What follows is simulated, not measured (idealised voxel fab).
A process module follows: voxel wiring stack.
Section cut is 245 nm wide and gridded with 5 nm square cells.
When this document writes out a cross-section, it uses a grid of square cells and lists it as bands, beginning at the top and moving down, with a band standing for one or more rows of cells. The band entry comprises the height of the band's top followed by the height of its bottom, expressed in nm, and subsequently the band's materials from left to right, each stated together with its width in nm. Where a single material is marked with the word "everywhere", that material fills the band from edge to edge. The word "empty" represents empty space. Beneath 0, the wafer as received is one material, and that level is where height counting begins. The lowest band goes on downward without a bottom; it is written like "top 0, no bottom". The notation "30->40" denotes a width that varies across the rows of cells in the band, beginning at the first number in the top row, finishing at the second number in the bottom row, and changing by an identical amount from each row to the next. "remained unchanged" for a step: no cell of the cross-section changed in that step. Under "Sealed voids" you'll find the enclosed gaps, the ones with no way out to the top, that are 8 cells or bigger; each reads width x height at distance, with distance counted from the left edge, everything in nm. Heads up: the bit after the settings on a step's line is the simulator's remark on that step. overlay nm: how far to the right of its planned place the mask lay on this masked step (negative: to the left).

The process steps that were planned are listed below:
1 RECEIVE,material Si
2 CONFORMAL_DEP,material SiO2,thk nm 15
3 DIRECTIONAL_DEP,material TiN,thk nm 5
4 DIRECTIONAL_DEP,material Ru,thk nm 15
5 MASKED_ETCH,tone cover,mask id METAL_1,width nm 30,pitch nm 60,etch materials Ru,depth nm 15,overlay nm 0
6 MASKED_ETCH,tone cover,mask id METAL_1,width nm 30,pitch nm 60,etch materials TiN,depth nm 5,overlay nm 0
7 CONFORMAL_DEP,material SiCN,thk nm 5
8 FILL_DEP,material SiO2,thk nm 5
9 CMP,height nm 35
10 CONFORMAL_DEP,material SiCN,thk nm 5
11 DIRECTIONAL_DEP,material lowk,thk nm 25
12 PATTERN,tone open,mask id METAL_2,material resist,width nm 30,pitch nm 60,thk nm 20,overlay nm 0
13 DIRECTIONAL_ETCH,etch materials lowk,depth nm 15
14 STRIP,etch materials resist
15 PATTERN,tone open,mask id METAL_2_HOLES,material resist,width nm 15,pitch nm 120,thk nm 15,overlay nm 0
16 DIRECTIONAL_ETCH,etch materials lowk,depth nm 10
17 DIRECTIONAL_ETCH,etch materials SiCN,depth nm 5
18 STRIP,etch materials resist
19 CONFORMAL_DEP,material TiN,thk nm 5
20 FILL_DEP,material Cu,thk nm 5
21 CMP,height nm 65
22 CONFORMAL_DEP,material SiCN,thk nm 5
23 DIRECTIONAL_DEP,material SiO2,thk nm 30
24 MASKED_ETCH,tone open,mask id METAL_3,width nm 30,pitch nm 60,etch materials SiO2,depth nm 15,overlay nm 0
25 DIRECTIONAL_DEP,material aC,thk nm 10
26 PATTERN,tone open,mask id METAL_3_HOLES,material resist,width nm 15,pitch nm 120,thk nm 25,overlay nm 0
27 DIRECTIONAL_ETCH,etch materials aC,depth nm 10
28 STRIP,etch materials resist
29 DIRECTIONAL_ETCH,etch materials SiO2,depth nm 15
30 DIRECTIONAL_ETCH,etch materials SiCN,depth nm 5
31 STRIP,etch materials aC
32 CONFORMAL_DEP,material TiN,thk nm 5
33 FILL_DEP,material Cu,thk nm 10
34 CMP,height nm 100
35 CONFORMAL_DEP,material SiCN,thk nm 5
36 DIRECTIONAL_DEP,material lowk,thk nm 10
37 MASKED_ETCH,tone open,mask id PLUG_3,width nm 15,pitch nm 60,etch materials lowk,depth nm 10,overlay nm 0
38 MASKED_ETCH,tone open,mask id PLUG_3,width nm 15,pitch nm 60,etch materials SiCN,depth nm 5,overlay nm 0
39 CONFORMAL_DEP,material TiN,thk nm 5
40 FILL_DEP,material Cu,thk nm 5
41 CMP,height nm 115
42 CONFORMAL_DEP,material SiN,thk nm 5
43 DIRECTIONAL_DEP,material SiO2,thk nm 25
44 PATTERN,tone open,mask id METAL_4,material resist,width nm 30,pitch nm 60,thk nm 15,overlay nm 0
45 DIRECTIONAL_ETCH,etch materials SiO2,depth nm 25
46 DIRECTIONAL_ETCH,etch materials SiN,depth nm 5
47 STRIP,etch materials resist
48 CONFORMAL_DEP,material TiN,thk nm 5
49 FILL_DEP,material W,thk nm 10
50 CMP,height nm 145
51 EPI,material Ru,thk nm 5
52 FILL_DEP,material SiCN,thk nm 5

Step 1 complete: cross-section of the wafer as received:
* top 0, no bottom | Si everywhere
* Sealed voids: none

End-of-module cross-section of the first of two wafers, processed as planned:
* top 155, bottom 150 | SiCN everywhere
* top 150, bottom 145 | SiCN 40  Ru 40  SiCN 20  Ru 40  SiCN 20  Ru 40  SiCN 45
* top 145, bottom 120 | SiO2 45  TiN 5  W 20  TiN 5  SiO2 30  TiN 5  W 20  TiN 5  SiO2 30  TiN 5  W 20  TiN 5  SiO2 50
* top 120, bottom 115 | SiN 45  TiN 30  SiN 30  TiN 30  SiN 30  TiN 30  SiN 50
* top 115, bottom 105 | lowk 45  TiN 5  Cu 5  TiN 5  lowk 45  TiN 5  Cu 5  TiN 5  lowk 45  TiN 5  Cu 5  TiN 5  lowk 65
* top 105, bottom 100 | SiCN 45  TiN 15  SiCN 45  TiN 15  SiCN 45  TiN 15  SiCN 65
* top 100, bottom 90 | SiO2 45  TiN 5  Cu 20  TiN 5  SiO2 30  TiN 5  Cu 20  TiN 5  SiO2 30  TiN 5  Cu 20  TiN 5  SiO2 50
* top 90, bottom 85 | SiO2 45  TiN 5  Cu 5  TiN 20  SiO2 30  TiN 30  SiO2 30  TiN 5  Cu 5  TiN 20  SiO2 50
* top 85, bottom 70 | SiO2 45  TiN 5  Cu 5  TiN 5  SiO2 105  TiN 5  Cu 5  TiN 5  SiO2 65
* top 70, bottom 65 | SiCN 45  TiN 15  SiCN 105  TiN 15  SiCN 65
* top 65, bottom 55 | lowk 45  TiN 5  Cu 20  TiN 5  lowk 30  TiN 5  Cu 20  TiN 5  lowk 30  TiN 5  Cu 20  TiN 5  lowk 50
* top 55, bottom 50 | lowk 45  TiN 5  Cu 5  TiN 20  lowk 30  TiN 30  lowk 30  TiN 5  Cu 5  TiN 20  lowk 50
* top 50, bottom 40 | lowk 45  TiN 5  Cu 5  TiN 5  lowk 105  TiN 5  Cu 5  TiN 5  lowk 65
* top 40, bottom 35 | SiCN 45  TiN 15  SiCN 105  TiN 15  SiCN 65
* top 35, bottom 20 | SiO2 40  SiCN 5  Ru 30  SiCN 5  SiO2 20  SiCN 5  Ru 30  SiCN 5  SiO2 20  SiCN 5  Ru 30  SiCN 5  SiO2 45
* top 20, bottom 15 | SiCN 45  TiN 30  SiCN 30  TiN 30  SiCN 30  TiN 30  SiCN 50
* top 15, bottom 0 | SiO2 everywhere
* top 0, no bottom | Si everywhere
* Sealed voids: none

Wafer two (of two), end-of-module cross-section: start = wafer one, plan = wafer one, one run mistake:
* top 155, bottom 150 | SiCN everywhere
* top 150, bottom 145 | SiCN 40  Ru 40  SiCN 20  Ru 40  SiCN 20  Ru 40  SiCN 45
* top 145, bottom 120 | SiO2 45  TiN 5  W 20  TiN 5  SiO2 30  TiN 5  W 20  TiN 5  SiO2 30  TiN 5  W 20  TiN 5  SiO2 50
* top 120, bottom 115 | SiN 45  TiN 30  SiN 30  TiN 30  SiN 30  TiN 30  SiN 50
* top 115, bottom 105 | lowk 45  TiN 5  Cu 5  TiN 5  lowk 45  TiN 5  Cu 5  TiN 5  lowk 45  TiN 5  Cu 5  TiN 5  lowk 65
* top 105, bottom 100 | SiCN 45  TiN 15  SiCN 45  TiN 15  SiCN 45  TiN 15  SiCN 65
* top 100, bottom 90 | Cu everywhere
* top 90, bottom 85 | TiN 65  Cu 5  TiN 40  Cu 20  TiN 55  Cu 5  TiN 55
* top 85, bottom 70 | SiO2 60  TiN 5  Cu 5  TiN 5  SiO2 30  TiN 5  Cu 20  TiN 5  SiO2 45  TiN 5  Cu 5  TiN 5  SiO2 50
* top 70, bottom 65 | SiCN 60  TiN 15  SiCN 30  TiN 30  SiCN 45  TiN 15  SiCN 50
* top 65, bottom 55 | lowk 45  TiN 5  Cu 20  TiN 5  lowk 30  TiN 5  Cu 20  TiN 5  lowk 30  TiN 5  Cu 20  TiN 5  lowk 50
* top 55, bottom 50 | lowk 45  TiN 5  Cu 5  TiN 20  lowk 30  TiN 30  lowk 30  TiN 5  Cu 5  TiN 20  lowk 50
* top 50, bottom 40 | lowk 45  TiN 5  Cu 5  TiN 5  lowk 105  TiN 5  Cu 5  TiN 5  lowk 65
* top 40, bottom 35 | SiCN 45  TiN 15  SiCN 105  TiN 15  SiCN 65
* top 35, bottom 20 | SiO2 40  SiCN 5  Ru 30  SiCN 5  SiO2 20  SiCN 5  Ru 30  SiCN 5  SiO2 20  SiCN 5  Ru 30  SiCN 5  SiO2 45
* top 20, bottom 15 | SiCN 45  TiN 30  SiCN 30  TiN 30  SiCN 30  TiN 30  SiCN 50
* top 15, bottom 0 | SiO2 everywhere
* top 0, no bottom | Si everywhere
* Sealed voids: none
Against the plan, the run slipped here: step 26 was run on a setting that differed from the plan, and what really ran there is PATTERN,tone cover,mask id METAL_3_HOLES,material resist,width nm 15,pitch nm 120,thk nm 25,overlay nm 0
In the final state, the cell counts of the second wafer exceed or fall short of those of the first for the following materials: Cu +90 | SiCN -6 | SiO2 -111 | TiN +27
